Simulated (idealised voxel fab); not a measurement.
Module name: voxel transistor to metal (process module)
The cross-section on display is named cut; it measures 160 nm wide, and its cells are 5 nm squares.
A cross-section in this document is a grid of square cells, and it is written down as bands, the top band listed before the ones below it; a band is made up of one or more rows of cells.
A band entry consists of two parts. The first gives the height of the band's top and the height of its bottom, in nm. The rest lists the band's materials from left to right, each with its width in nm. A single material labelled with the word "throughout" fills the band from edge to edge, and the word "empty" marks empty space.
Heights from 0 (as-received wafer is one material below). Bottom band endless downward, as "0 and below".
Width spec "30 to 40" -> top row of cells at first value, bottom row at second value, equal per-row change in between.
Where a step carries "everything unchanged", the cross-section came out of it unchanged, cell for cell.
Each empty space that has no open way to the top and spans at least 8 cells appears under "Unvented voids" as width x height at distance, the distance counted from the left edge, all in nm.
Post-settings text on a step line: simulator's own remark regarding the step.
What "overlay nm" on a step's line means: if the step has a mask, that mask lay this far to the right of its planned place, or, when the value is negative, to the left.
Pairs from here to the end. Each: cross-section before one process step, cross-section after it, the latter only as far down as the lowest band that changed. Under each: the step between, and its settings. Mind that the pairs may be taken from different runs of this module on the same starting wafer; whether a pair continues from the pair above depends on its entry headed "Prior to processing", and it does only where that entry says so.

Prior to processing
15 down to 5  empty: 60; SiN: 5; SiCN: 30; SiN: 5; empty: 60
5 down to 0  empty: 25; SiN: 5; empty: 30; SiN: 5; SiCN: 30; SiN: 5; empty: 30; SiN: 5; empty: 25
0 down to -5  SiO2: 30; empty: 30; SiO2: 40; empty: 30; SiO2: 30
-5 down to -20  SiO2: 35; empty: 25; Si: 40; empty: 25; SiO2: 35
-20 down to -35  SiO2: 35; Si: 90; SiO2: 35
-35 and below  Si throughout
Unvented voids: none

Post-Step Geometry
15 down to 10  empty: 60; SiN: 5; SiCN: 30; SiN: 5; empty: 60
10 down to 5  empty: 45; pSi: 15; SiN: 5; SiCN: 30; SiN: 5; pSi: 15; empty: 45
5 down to 0  empty: 25; SiN: 5; empty: 15; pSi: 15; SiN: 5; SiCN: 30; SiN: 5; pSi: 15; empty: 15; SiN: 5; empty: 25
0 down to -5  SiO2: 30; empty: 15; pSi: 15; SiO2: 40; pSi: 15; empty: 15; SiO2: 30
-5 down to -20  SiO2: 35; pSi: 25; Si: 40; pSi: 25; SiO2: 35
Below a height of -20, the structure has not been altered.
Unvented voids: none
Link between the two cross-sections above: EPI, material pSi, thk nm 15

Prior to processing: cross-section not repeated; it is the one shown after the step in the pair just above.

Post-Step Geometry
25 down to 15  SiO2 throughout
15 down to 10  SiO2: 60; SiN: 5; SiCN: 30; SiN: 5; SiO2: 60
10 down to 5  SiO2: 45; pSi: 15; SiN: 5; SiCN: 30; SiN: 5; pSi: 15; SiO2: 45
5 down to 0  SiO2: 25; SiN: 5; SiO2: 15; pSi: 15; SiN: 5; SiCN: 30; SiN: 5; pSi: 15; SiO2: 15; SiN: 5; SiO2: 25
0 down to -5  SiO2: 45; pSi: 15; SiO2: 40; pSi: 15; SiO2: 45
Below a height of -5, the structure has not been altered.
Unvented voids: none
Link between the two cross-sections above: FILL_DEP, material SiO2, thk nm 10

Prior to processing: cross-section not repeated; it is the one shown after the step in the pair just above.

Post-Step Geometry
20 down to 15  SiO2 throughout
Below a height of 15, the structure has not been altered.
Unvented voids: none
Link between the two cross-sections above: SELECTIVE_ETCH, etch materials SiO2, depth nm 5

Prior to processing: cross-section not repeated; it is the one shown after the step in the pair just above.

Post-Step Geometry
25 down to 20  HfO2 throughout
Below a height of 20, the structure has not been altered.
Unvented voids: none
Link between the two cross-sections above: CONFORMAL_DEP, material HfO2, thk nm 5

Prior to processing: cross-section not repeated; it is the one shown after the step in the pair just above.

Post-Step Geometry
30 down to 25  TiN throughout
Below a height of 25, the structure has not been altered.
Unvented voids: none
Link between the two cross-sections above: CONFORMAL_DEP, material TiN, thk nm 5

Prior to processing: cross-section not repeated; it is the one shown after the step in the pair just above.

Post-Step Geometry
35 down to 30  W throughout
Below a height of 30, the structure has not been altered.
Unvented voids: none
Link between the two cross-sections above: FILL_DEP, material W, thk nm 5

Prior to processing: cross-section not repeated; it is the one shown after the step in the pair just above.

Post-Step Geometry
20 down to 15  SiO2 throughout
Below a height of 15, the structure has not been altered.
Unvented voids: none
Link between the two cross-sections above: CMP, height nm 20

Prior to processing: cross-section not repeated; it is the one shown after the step in the pair just above.

Post-Step Geometry
30 down to 15  SiO2 throughout
Below a height of 15, the structure has not been altered.
Unvented voids: none
Link between the two cross-sections above: DIRECTIONAL_DEP, material SiO2, thk nm 10

Prior to processing: cross-section not repeated; it is the one shown after the step in the pair just above.

Post-Step Geometry
30 down to 15  SiO2: 35; empty: 15; SiO2: 60; empty: 15; SiO2: 35
15 down to 10  SiO2: 35; empty: 15; SiO2: 10; SiN: 5; SiCN: 30; SiN: 5; SiO2: 10; empty: 15; SiO2: 35
10 down to 5  SiO2: 35; empty: 10; pSi: 15; SiN: 5; SiCN: 30; SiN: 5; pSi: 15; empty: 10; SiO2: 35
5 down to 0  SiO2: 25; SiN: 5; SiO2: 5; empty: 10; pSi: 15; SiN: 5; SiCN: 30; SiN: 5; pSi: 15; empty: 10; SiO2: 5; SiN: 5; SiO2: 25
0 down to -5  SiO2: 35; empty: 10; pSi: 15; SiO2: 40; pSi: 15; empty: 10; SiO2: 35
Below a height of -5, the structure has not been altered.
Unvented voids: none
Link between the two cross-sections above: MASKED_ETCH, tone open, mask id CONTACT, width nm 15, pitch nm 75, etch materials SiO2, depth nm 35, overlay nm 0

Prior to processing: cross-section not repeated; it is the one shown after the step in the pair just above.

Post-Step Geometry
35 down to 30  TiN: 40; empty: 5; TiN: 70; empty: 5; TiN: 40
30 down to 15  SiO2: 35; TiN: 5; empty: 5; TiN: 5; SiO2: 60; TiN: 5; empty: 5; TiN: 5; SiO2: 35
15 down to 10  SiO2: 35; TiN: 15; SiO2: 10; SiN: 5; SiCN: 30; SiN: 5; SiO2: 10; TiN: 15; SiO2: 35
10 down to 5  SiO2: 35; TiN: 10; pSi: 15; SiN: 5; SiCN: 30; SiN: 5; pSi: 15; TiN: 10; SiO2: 35
5 down to 0  SiO2: 25; SiN: 5; SiO2: 5; TiN: 10; pSi: 15; SiN: 5; SiCN: 30; SiN: 5; pSi: 15; TiN: 10; SiO2: 5; SiN: 5; SiO2: 25
0 down to -5  SiO2: 35; TiN: 10; pSi: 15; SiO2: 40; pSi: 15; TiN: 10; SiO2: 35
Below a height of -5, the structure has not been altered.
Unvented voids: none
Link between the two cross-sections above: CONFORMAL_DEP, material TiN, thk nm 5

Prior to processing: cross-section not repeated; it is the one shown after the step in the pair just above.

Post-Step Geometry
40 down to 35  Ru throughout
35 down to 30  TiN: 40; Ru: 5; TiN: 70; Ru: 5; TiN: 40
30 down to 15  SiO2: 35; TiN: 5; Ru: 5; TiN: 5; SiO2: 60; TiN: 5; Ru: 5; TiN: 5; SiO2: 35
Below a height of 15, the structure has not been altered.
Unvented voids: none
Link between the two cross-sections above: FILL_DEP, material Ru, thk nm 5

Prior to processing: cross-section not repeated; it is the one shown after the step in the pair just above.

Post-Step Geometry
30 down to 15  SiO2: 35; TiN: 5; Ru: 5; TiN: 5; SiO2: 60; TiN: 5; Ru: 5; TiN: 5; SiO2: 35
Below a height of 15, the structure has not been altered.
Unvented voids: none
Link between the two cross-sections above: CMP, height nm 30

Prior to processing: cross-section not repeated; it is the one shown after the step in the pair just above.

Post-Step Geometry
35 down to 30  SiN throughout
Below a height of 30, the structure has not been altered.
Unvented voids: none
Link between the two cross-sections above: CONFORMAL_DEP, material SiN, thk nm 5

Prior to processing: cross-section not repeated; it is the one shown after the step in the pair just above.

Post-Step Geometry
60 down to 35  SiO2 throughout
Below a height of 35, the structure has not been altered.
Unvented voids: none
Link between the two cross-sections above: DIRECTIONAL_DEP, material SiO2, thk nm 25

Prior to processing: cross-section not repeated; it is the one shown after the step in the pair just above.

Post-Step Geometry
80 down to 60  resist: 35; empty: 15; resist: 60; empty: 15; resist: 35
Below a height of 60, the structure has not been altered.
Unvented voids: none
Link between the two cross-sections above: PATTERN, tone open, mask id METAL_1, material resist, width nm 15, pitch nm 75, thk nm 20, overlay nm 0

Prior to processing: cross-section not repeated; it is the one shown after the step in the pair just above.

Post-Step Geometry
80 down to 60  resist: 35; empty: 15; resist: 60; empty: 15; resist: 35
60 down to 35  SiO2: 35; empty: 15; SiO2: 60; empty: 15; SiO2: 35
Below a height of 35, the structure has not been altered.
Unvented voids: none
Link between the two cross-sections above: DIRECTIONAL_ETCH, etch materials SiO2, depth nm 25

Prior to processing: cross-section not repeated; it is the one shown after the step in the pair just above.

Post-Step Geometry
80 down to 60  resist: 35; empty: 15; resist: 60; empty: 15; resist: 35
60 down to 35  SiO2: 35; empty: 15; SiO2: 60; empty: 15; SiO2: 35
35 down to 30  SiN: 35; empty: 15; SiN: 60; empty: 15; SiN: 35
Below a height of 30, the structure has not been altered.
Unvented voids: none
Link between the two cross-sections above: DIRECTIONAL_ETCH, etch materials SiN, depth nm 5

Prior to processing: cross-section not repeated; it is the one shown after the step in the pair just above.

Post-Step Geometry
60 down to 35  SiO2: 35; empty: 15; SiO2: 60; empty: 15; SiO2: 35
Below a height of 35, the structure has not been altered.
Unvented voids: none
Link between the two cross-sections above: STRIP, etch materials resist

Prior to processing: cross-section not repeated; it is the one shown after the step in the pair just above.

Post-Step Geometry
65 down to 60  TiN: 40; empty: 5; TiN: 70; empty: 5; TiN: 40
60 down to 35  SiO2: 35; TiN: 5; empty: 5; TiN: 5; SiO2: 60; TiN: 5; empty: 5; TiN: 5; SiO2: 35
35 down to 30  SiN: 35; TiN: 15; SiN: 60; TiN: 15; SiN: 35
Below a height of 30, the structure has not been altered.
Unvented voids: none
Link between the two cross-sections above: CONFORMAL_DEP, material TiN, thk nm 5

Prior to processing: cross-section not repeated; it is the one shown after the step in the pair just above.

Post-Step Geometry
75 down to 65  Cu throughout
65 down to 60  TiN: 40; Cu: 5; TiN: 70; Cu: 5; TiN: 40
60 down to 35  SiO2: 35; TiN: 5; Cu: 5; TiN: 5; SiO2: 60; TiN: 5; Cu: 5; TiN: 5; SiO2: 35
Below a height of 35, the structure has not been altered.
Unvented voids: none
Link between the two cross-sections above: FILL_DEP, material Cu, thk nm 10

Prior to processing: cross-section not repeated; it is the one shown after the step in the pair just above.

Post-Step Geometry
60 down to 35  SiO2: 35; TiN: 5; Cu: 5; TiN: 5; SiO2: 60; TiN: 5; Cu: 5; TiN: 5; SiO2: 35
Below a height of 35, the structure has not been altered.
Unvented voids: none
Link between the two cross-sections above: CMP, height nm 60

Prior to processing: cross-section not repeated; it is the one shown after the step in the pair just above.

Post-Step Geometry
65 down to 60  empty: 30; Ru: 25; empty: 50; Ru: 25; empty: 30
Below a height of 60, the structure has not been altered.
Unvented voids: none
Link between the two cross-sections above: EPI, material Ru, thk nm 5

Prior to processing: cross-section not repeated; it is the one shown after the step in the pair just above.

Post-Step Geometry
70 down to 65  SiCN throughout
65 down to 60  SiCN: 30; Ru: 25; SiCN: 50; Ru: 25; SiCN: 30
Below a height of 60, the structure has not been altered.
Unvented voids: none
Link between the two cross-sections above: FILL_DEP, material SiCN, thk nm 5

Prior to processing
40 down to 25  empty: 60; SiN: 5; SiCN: 30; SiN: 5; empty: 60
25 down to 5  empty: 60; SiN: 5; polySi: 30; SiN: 5; empty: 60
5 down to 0  empty: 25; SiN: 5; empty: 30; SiN: 5; polySi: 30; SiN: 5; empty: 30; SiN: 5; empty: 25
0 down to -5  SiO2: 30; empty: 30; SiO2: 40; empty: 30; SiO2: 30
-5 down to -20  SiO2: 35; empty: 25; Si: 40; empty: 25; SiO2: 35
-20 down to -35  SiO2: 35; Si: 90; SiO2: 35
-35 and below  Si throughout
Unvented voids: none

Post-Step Geometry
40 down to 25  empty: 60; SiN: 5; SiCN: 30; SiN: 5; empty: 60
25 down to 5  empty: 60; SiN: 5; polySi: 30; SiN: 5; empty: 60
5 down to 0  empty: 25; SiN: 5; empty: 30; SiN: 5; polySi: 30; SiN: 5; empty: 30; SiN: 5; empty: 25
0 down to -5  SiO2: 30; empty: 30; SiO2: 40; empty: 30; SiO2: 30
-5 down to -35  SiO2: 35; empty: 25; Si: 40; empty: 25; SiO2: 35
Below a height of -35, the structure has not been altered.
Unvented voids: none
Link between the two cross-sections above: DIRECTIONAL_ETCH, etch materials Si, depth nm 15

Prior to processing: cross-section not repeated; it is the one shown after the step in the pair just above.

Post-Step Geometry
40 down to 25  empty: 60; SiN: 5; SiCN: 30; SiN: 5; empty: 60
25 down to 10  empty: 60; SiN: 5; polySi: 30; SiN: 5; empty: 60
10 down to 5  empty: 45; pSi: 15; SiN: 5; polySi: 30; SiN: 5; pSi: 15; empty: 45
5 down to 0  empty: 25; SiN: 5; empty: 15; pSi: 15; SiN: 5; polySi: 30; SiN: 5; pSi: 15; empty: 15; SiN: 5; empty: 25
0 down to -5  SiO2: 30; empty: 15; pSi: 15; SiO2: 40; pSi: 15; empty: 15; SiO2: 30
-5 down to -20  SiO2: 35; empty: 10; pSi: 15; Si: 40; pSi: 15; empty: 10; SiO2: 35
-20 down to -35  SiO2: 35; pSi: 25; Si: 40; pSi: 25; SiO2: 35
Below a height of -35, the structure has not been altered.
Unvented voids: none
Link between the two cross-sections above: EPI, material pSi, thk nm 15

Prior to processing: cross-section not repeated; it is the one shown after the step in the pair just above.

Post-Step Geometry
50 down to 40  SiO2 throughout
40 down to 25  SiO2: 60; SiN: 5; SiCN: 30; SiN: 5; SiO2: 60
25 down to 10  SiO2: 60; SiN: 5; polySi: 30; SiN: 5; SiO2: 60
10 down to 5  SiO2: 45; pSi: 15; SiN: 5; polySi: 30; SiN: 5; pSi: 15; SiO2: 45
5 down to 0  SiO2: 25; SiN: 5; SiO2: 15; pSi: 15; SiN: 5; polySi: 30; SiN: 5; pSi: 15; SiO2: 15; SiN: 5; SiO2: 25
0 down to -5  SiO2: 45; pSi: 15; SiO2: 40; pSi: 15; SiO2: 45
-5 down to -20  SiO2: 45; pSi: 15; Si: 40; pSi: 15; SiO2: 45
Below a height of -20, the structure has not been altered.
Unvented voids: none
Link between the two cross-sections above: FILL_DEP, material SiO2, thk nm 10

Prior to processing: cross-section not repeated; it is the one shown after the step in the pair just above.

Post-Step Geometry
25 down to 10  SiO2: 60; SiN: 5; polySi: 30; SiN: 5; SiO2: 60
Below a height of 10, the structure has not been altered.
Unvented voids: none
Link between the two cross-sections above: CMP, height nm 25

Prior to processing: cross-section not repeated; it is the one shown after the step in the pair just above.

Post-Step Geometry
25 down to 10  SiO2: 60; SiN: 5; empty: 30; SiN: 5; SiO2: 60
10 down to 5  SiO2: 45; pSi: 15; SiN: 5; empty: 30; SiN: 5; pSi: 15; SiO2: 45
5 down to 0  SiO2: 25; SiN: 5; SiO2: 15; pSi: 15; SiN: 5; empty: 30; SiN: 5; pSi: 15; SiO2: 15; SiN: 5; SiO2: 25
Below a height of 0, the structure has not been altered.
Unvented voids: none
Link between the two cross-sections above: STRIP, etch materials polySi

Prior to processing: cross-section not repeated; it is the one shown after the step in the pair just above.

Post-Step Geometry
25 down to 20  empty: 60; SiN: 5; empty: 30; SiN: 5; empty: 60
20 down to 10  SiO2: 60; SiN: 5; empty: 30; SiN: 5; SiO2: 60
10 down to 5  SiO2: 45; pSi: 15; SiN: 5; empty: 30; SiN: 5; pSi: 15; SiO2: 45
5 down to 0  SiO2: 25; SiN: 5; SiO2: 15; pSi: 15; SiN: 5; empty: 30; SiN: 5; pSi: 15; SiO2: 15; SiN: 5; SiO2: 25
0 down to -5  SiO2: 45; pSi: 15; empty: 40; pSi: 15; SiO2: 45
Below a height of -5, the structure has not been altered.
Unvented voids: none
Link between the two cross-sections above: SELECTIVE_ETCH, etch materials SiO2, depth nm 5

Prior to processing: cross-section not repeated; it is the one shown after the step in the pair just above.

Post-Step Geometry
30 down to 25  empty: 55; HfO2: 15; empty: 20; HfO2: 15; empty: 55
25 down to 20  HfO2: 60; SiN: 5; HfO2: 5; empty: 20; HfO2: 5; SiN: 5; HfO2: 60
20 down to 10  SiO2: 60; SiN: 5; HfO2: 5; empty: 20; HfO2: 5; SiN: 5; SiO2: 60
10 down to 5  SiO2: 45; pSi: 15; SiN: 5; HfO2: 5; empty: 20; HfO2: 5; SiN: 5; pSi: 15; SiO2: 45
5 down to 0  SiO2: 25; SiN: 5; SiO2: 15; pSi: 15; SiN: 5; HfO2: 5; empty: 20; HfO2: 5; SiN: 5; pSi: 15; SiO2: 15; SiN: 5; SiO2: 25
0 down to -5  SiO2: 45; pSi: 15; HfO2: 40; pSi: 15; SiO2: 45
Below a height of -5, the structure has not been altered.
Unvented voids: none
Link between the two cross-sections above: CONFORMAL_DEP, material HfO2, thk nm 5

Prior to processing: cross-section not repeated; it is the one shown after the step in the pair just above.

Post-Step Geometry
35 down to 30  empty: 50; TiN: 25; empty: 10; TiN: 25; empty: 50
30 down to 25  TiN: 55; HfO2: 15; TiN: 5; empty: 10; TiN: 5; HfO2: 15; TiN: 55
25 down to 20  HfO2: 60; SiN: 5; HfO2: 5; TiN: 5; empty: 10; TiN: 5; HfO2: 5; SiN: 5; HfO2: 60
20 down to 10  SiO2: 60; SiN: 5; HfO2: 5; TiN: 5; empty: 10; TiN: 5; HfO2: 5; SiN: 5; SiO2: 60
10 down to 5  SiO2: 45; pSi: 15; SiN: 5; HfO2: 5; TiN: 5; empty: 10; TiN: 5; HfO2: 5; SiN: 5; pSi: 15; SiO2: 45
5 down to 0  SiO2: 25; SiN: 5; SiO2: 15; pSi: 15; SiN: 5; HfO2: 5; TiN: 20; HfO2: 5; SiN: 5; pSi: 15; SiO2: 15; SiN: 5; SiO2: 25
Below a height of 0, the structure has not been altered.
Unvented voids: none
Link between the two cross-sections above: CONFORMAL_DEP, material TiN, thk nm 5

Prior to processing: cross-section not repeated; it is the one shown after the step in the pair just above.

Post-Step Geometry
40 down to 35  W throughout
35 down to 30  W: 50; TiN: 25; W: 10; TiN: 25; W: 50
30 down to 25  TiN: 55; HfO2: 15; TiN: 5; W: 10; TiN: 5; HfO2: 15; TiN: 55
25 down to 20  HfO2: 60; SiN: 5; HfO2: 5; TiN: 5; W: 10; TiN: 5; HfO2: 5; SiN: 5; HfO2: 60
20 down to 10  SiO2: 60; SiN: 5; HfO2: 5; TiN: 5; W: 10; TiN: 5; HfO2: 5; SiN: 5; SiO2: 60
10 down to 5  SiO2: 45; pSi: 15; SiN: 5; HfO2: 5; TiN: 5; W: 10; TiN: 5; HfO2: 5; SiN: 5; pSi: 15; SiO2: 45
Below a height of 5, the structure has not been altered.
Unvented voids: none
Link between the two cross-sections above: FILL_DEP, material W, thk nm 5

Prior to processing: cross-section not repeated; it is the one shown after the step in the pair just above.

Post-Step Geometry
20 down to 10  SiO2: 60; SiN: 5; HfO2: 5; TiN: 5; W: 10; TiN: 5; HfO2: 5; SiN: 5; SiO2: 60
Below a height of 10, the structure has not been altered.
Unvented voids: none
Link between the two cross-sections above: CMP, height nm 20

Prior to processing: cross-section not repeated; it is the one shown after the step in the pair just above.

Post-Step Geometry
30 down to 20  SiO2 throughout
Below a height of 20, the structure has not been altered.
Unvented voids: none
Link between the two cross-sections above: DIRECTIONAL_DEP, material SiO2, thk nm 10

Prior to processing: cross-section not repeated; it is the one shown after the step in the pair just above.

Post-Step Geometry
30 down to 20  SiO2: 35; empty: 15; SiO2: 60; empty: 15; SiO2: 35
20 down to 10  SiO2: 35; empty: 15; SiO2: 10; SiN: 5; HfO2: 5; TiN: 5; W: 10; TiN: 5; HfO2: 5; SiN: 5; SiO2: 10; empty: 15; SiO2: 35
10 down to 5  SiO2: 35; empty: 10; pSi: 15; SiN: 5; HfO2: 5; TiN: 5; W: 10; TiN: 5; HfO2: 5; SiN: 5; pSi: 15; empty: 10; SiO2: 35
5 down to 0  SiO2: 25; SiN: 5; SiO2: 5; empty: 10; pSi: 15; SiN: 5; HfO2: 5; TiN: 20; HfO2: 5; SiN: 5; pSi: 15; empty: 10; SiO2: 5; SiN: 5; SiO2: 25
0 down to -5  SiO2: 35; empty: 10; pSi: 15; HfO2: 40; pSi: 15; empty: 10; SiO2: 35
Below a height of -5, the structure has not been altered.
Unvented voids: none
Link between the two cross-sections above: MASKED_ETCH, tone open, mask id CONTACT, width nm 15, pitch nm 75, etch materials SiO2, depth nm 35, overlay nm 0

Prior to processing: cross-section not repeated; it is the one shown after the step in the pair just above.

Post-Step Geometry
35 down to 30  TiN: 40; empty: 5; TiN: 70; empty: 5; TiN: 40
30 down to 20  SiO2: 35; TiN: 5; empty: 5; TiN: 5; SiO2: 60; TiN: 5; empty: 5; TiN: 5; SiO2: 35
20 down to 15  SiO2: 35; TiN: 5; empty: 5; TiN: 5; SiO2: 10; SiN: 5; HfO2: 5; TiN: 5; W: 10; TiN: 5; HfO2: 5; SiN: 5; SiO2: 10; TiN: 5; empty: 5; TiN: 5; SiO2: 35
15 down to 10  SiO2: 35; TiN: 15; SiO2: 10; SiN: 5; HfO2: 5; TiN: 5; W: 10; TiN: 5; HfO2: 5; SiN: 5; SiO2: 10; TiN: 15; SiO2: 35
10 down to 5  SiO2: 35; TiN: 10; pSi: 15; SiN: 5; HfO2: 5; TiN: 5; W: 10; TiN: 5; HfO2: 5; SiN: 5; pSi: 15; TiN: 10; SiO2: 35
5 down to 0  SiO2: 25; SiN: 5; SiO2: 5; TiN: 10; pSi: 15; SiN: 5; HfO2: 5; TiN: 20; HfO2: 5; SiN: 5; pSi: 15; TiN: 10; SiO2: 5; SiN: 5; SiO2: 25
0 down to -5  SiO2: 35; TiN: 10; pSi: 15; HfO2: 40; pSi: 15; TiN: 10; SiO2: 35
Below a height of -5, the structure has not been altered.
Unvented voids: none
Link between the two cross-sections above: CONFORMAL_DEP, material TiN, thk nm 5

Prior to processing: cross-section not repeated; it is the one shown after the step in the pair just above.

Post-Step Geometry
40 down to 35  Ru throughout
35 down to 30  TiN: 40; Ru: 5; TiN: 70; Ru: 5; TiN: 40
30 down to 20  SiO2: 35; TiN: 5; Ru: 5; TiN: 5; SiO2: 60; TiN: 5; Ru: 5; TiN: 5; SiO2: 35
20 down to 15  SiO2: 35; TiN: 5; Ru: 5; TiN: 5; SiO2: 10; SiN: 5; HfO2: 5; TiN: 5; W: 10; TiN: 5; HfO2: 5; SiN: 5; SiO2: 10; TiN: 5; Ru: 5; TiN: 5; SiO2: 35
Below a height of 15, the structure has not been altered.
Unvented voids: none
Link between the two cross-sections above: FILL_DEP, material Ru, thk nm 5

Prior to processing: cross-section not repeated; it is the one shown after the step in the pair just above.

Post-Step Geometry
30 down to 20  SiO2: 35; TiN: 5; Ru: 5; TiN: 5; SiO2: 60; TiN: 5; Ru: 5; TiN: 5; SiO2: 35
Below a height of 20, the structure has not been altered.
Unvented voids: none
Link between the two cross-sections above: CMP, height nm 30

Prior to processing: cross-section not repeated; it is the one shown after the step in the pair just above.

Post-Step Geometry
35 down to 30  SiN throughout
Below a height of 30, the structure has not been altered.
Unvented voids: none
Link between the two cross-sections above: CONFORMAL_DEP, material SiN, thk nm 5

Prior to processing: cross-section not repeated; it is the one shown after the step in the pair just above.

Post-Step Geometry
60 down to 35  SiO2 throughout
Below a height of 35, the structure has not been altered.
Unvented voids: none
Link between the two cross-sections above: DIRECTIONAL_DEP, material SiO2, thk nm 25

Prior to processing: cross-section not repeated; it is the one shown after the step in the pair just above.

Post-Step Geometry
80 down to 60  resist: 35; empty: 15; resist: 60; empty: 15; resist: 35
Below a height of 60, the structure has not been altered.
Unvented voids: none
Link between the two cross-sections above: PATTERN, tone open, mask id METAL_1, material resist, width nm 15, pitch nm 75, thk nm 20, overlay nm 0

Prior to processing: cross-section not repeated; it is the one shown after the step in the pair just above.

Post-Step Geometry
80 down to 60  resist: 35; empty: 15; resist: 60; empty: 15; resist: 35
60 down to 35  SiO2: 35; empty: 15; SiO2: 60; empty: 15; SiO2: 35
Below a height of 35, the structure has not been altered.
Unvented voids: none
Link between the two cross-sections above: DIRECTIONAL_ETCH, etch materials SiO2, depth nm 25

Prior to processing: cross-section not repeated; it is the one shown after the step in the pair just above.

Post-Step Geometry
80 down to 60  resist: 35; empty: 15; resist: 60; empty: 15; resist: 35
60 down to 35  SiO2: 35; empty: 15; SiO2: 60; empty: 15; SiO2: 35
35 down to 30  SiN: 35; empty: 15; SiN: 60; empty: 15; SiN: 35
Below a height of 30, the structure has not been altered.
Unvented voids: none
Link between the two cross-sections above: DIRECTIONAL_ETCH, etch materials SiN, depth nm 5

Prior to processing: cross-section not repeated; it is the one shown after the step in the pair just above.

Post-Step Geometry
60 down to 35  SiO2: 35; empty: 15; SiO2: 60; empty: 15; SiO2: 35
Below a height of 35, the structure has not been altered.
Unvented voids: none
Link between the two cross-sections above: STRIP, etch materials resist

Prior to processing: cross-section not repeated; it is the one shown after the step in the pair just above.

Post-Step Geometry
65 down to 60  TiN: 40; empty: 5; TiN: 70; empty: 5; TiN: 40
60 down to 35  SiO2: 35; TiN: 5; empty: 5; TiN: 5; SiO2: 60; TiN: 5; empty: 5; TiN: 5; SiO2: 35
35 down to 30  SiN: 35; TiN: 15; SiN: 60; TiN: 15; SiN: 35
Below a height of 30, the structure has not been altered.
Unvented voids: none
Link between the two cross-sections above: CONFORMAL_DEP, material TiN, thk nm 5

Prior to processing: cross-section not repeated; it is the one shown after the step in the pair just above.

Post-Step Geometry
75 down to 65  Cu throughout
65 down to 60  TiN: 40; Cu: 5; TiN: 70; Cu: 5; TiN: 40
60 down to 35  SiO2: 35; TiN: 5; Cu: 5; TiN: 5; SiO2: 60; TiN: 5; Cu: 5; TiN: 5; SiO2: 35
Below a height of 35, the structure has not been altered.
Unvented voids: none
Link between the two cross-sections above: FILL_DEP, material Cu, thk nm 10

Prior to processing: cross-section not repeated; it is the one shown after the step in the pair just above.

Post-Step Geometry
60 down to 35  SiO2: 35; TiN: 5; Cu: 5; TiN: 5; SiO2: 60; TiN: 5; Cu: 5; TiN: 5; SiO2: 35
Below a height of 35, the structure has not been altered.
Unvented voids: none
Link between the two cross-sections above: CMP, height nm 60

Prior to processing: cross-section not repeated; it is the one shown after the step in the pair just above.

Post-Step Geometry
65 down to 60  empty: 30; Ru: 25; empty: 50; Ru: 25; empty: 30
Below a height of 60, the structure has not been altered.
Unvented voids: none
Link between the two cross-sections above: EPI, material Ru, thk nm 5

Prior to processing: cross-section not repeated; it is the one shown after the step in the pair just above.

Post-Step Geometry
70 down to 65  SiCN throughout
65 down to 60  SiCN: 30; Ru: 25; SiCN: 50; Ru: 25; SiCN: 30
Below a height of 60, the structure has not been altered.
Unvented voids: none
Link between the two cross-sections above: FILL_DEP, material SiCN, thk nm 5

Prior to processing
15 down to 5  SiO2: 30; SiN: 100; SiO2: 30
5 down to 0  SiO2 throughout
0 down to -35  SiO2: 35; Si: 90; SiO2: 35
-35 and below  Si throughout
Unvented voids: none

Post-Step Geometry
15 down to 5  SiO2: 30; empty: 100; SiO2: 30
Below a height of 5, the structure has not been altered.
Unvented voids: none
Link between the two cross-sections above: STRIP, etch materials SiN

Prior to processing: cross-section not repeated; it is the one shown after the step in the pair just above.

Post-Step Geometry
10 down to 0  SiO2: 25; empty: 110; SiO2: 25
Below a height of 0, the structure has not been altered.
Unvented voids: none
Link between the two cross-sections above: SELECTIVE_ETCH, etch materials SiO2, depth nm 5

Prior to processing: cross-section not repeated; it is the one shown after the step in the pair just above.

Post-Step Geometry
5 down to 0  SiO2: 20; empty: 120; SiO2: 20
0 down to -5  SiO2: 20; empty: 15; Si: 90; empty: 15; SiO2: 20
Below a height of -5, the structure has not been altered.
Unvented voids: none
Link between the two cross-sections above: SELECTIVE_ETCH, etch materials SiO2, depth nm 5

Prior to processing: cross-section not repeated; it is the one shown after the step in the pair just above.

Post-Step Geometry
5 down to 0  SiO2: 20; empty: 120; SiO2: 20
0 down to -5  SiO2: 20; empty: 15; SiO2: 90; empty: 15; SiO2: 20
-5 down to -10  SiO2: 40; Si: 80; SiO2: 40
Below a height of -10, the structure has not been altered.
Unvented voids: none
Link between the two cross-sections above: OXIDIZE, depth nm 5

Prior to processing: cross-section not repeated; it is the one shown after the step in the pair just above.

Post-Step Geometry
30 down to 25  polySi: 20; empty: 120; polySi: 20
25 down to 20  polySi: 20; empty: 15; polySi: 90; empty: 15; polySi: 20
20 down to 5  polySi throughout
5 down to 0  SiO2: 20; polySi: 120; SiO2: 20
0 down to -5  SiO2: 20; polySi: 15; SiO2: 90; polySi: 15; SiO2: 20
Below a height of -5, the structure has not been altered.
Unvented voids: none
Link between the two cross-sections above: DIRECTIONAL_DEP, material polySi, thk nm 25

Prior to processing: cross-section not repeated; it is the one shown after the step in the pair just above.

Post-Step Geometry
45 down to 40  SiCN: 20; empty: 120; SiCN: 20
40 down to 35  SiCN: 20; empty: 15; SiCN: 90; empty: 15; SiCN: 20
35 down to 30  SiCN throughout
30 down to 25  polySi: 20; SiCN: 120; polySi: 20
25 down to 20  polySi: 20; SiCN: 15; polySi: 90; SiCN: 15; polySi: 20
Below a height of 20, the structure has not been altered.
Unvented voids: none
Link between the two cross-sections above: DIRECTIONAL_DEP, material SiCN, thk nm 15

Prior to processing: cross-section not repeated; it is the one shown after the step in the pair just above.

Post-Step Geometry
60 down to 55  aC: 20; empty: 120; aC: 20
55 down to 50  aC: 20; empty: 15; aC: 90; empty: 15; aC: 20
50 down to 45  aC throughout
45 down to 40  SiCN: 20; aC: 120; SiCN: 20
40 down to 35  SiCN: 20; aC: 15; SiCN: 90; aC: 15; SiCN: 20
Below a height of 35, the structure has not been altered.
Unvented voids: none
Link between the two cross-sections above: DIRECTIONAL_DEP, material aC, thk nm 15

Prior to processing: cross-section not repeated; it is the one shown after the step in the pair just above.

Post-Step Geometry
90 down to 60  empty: 65; resist: 30; empty: 65
60 down to 55  aC: 20; empty: 45; resist: 30; empty: 45; aC: 20
Below a height of 55, the structure has not been altered.
Unvented voids: none
Link between the two cross-sections above: PATTERN, tone cover, mask id GATE, material resist, width nm 30, thk nm 30, overlay nm 0
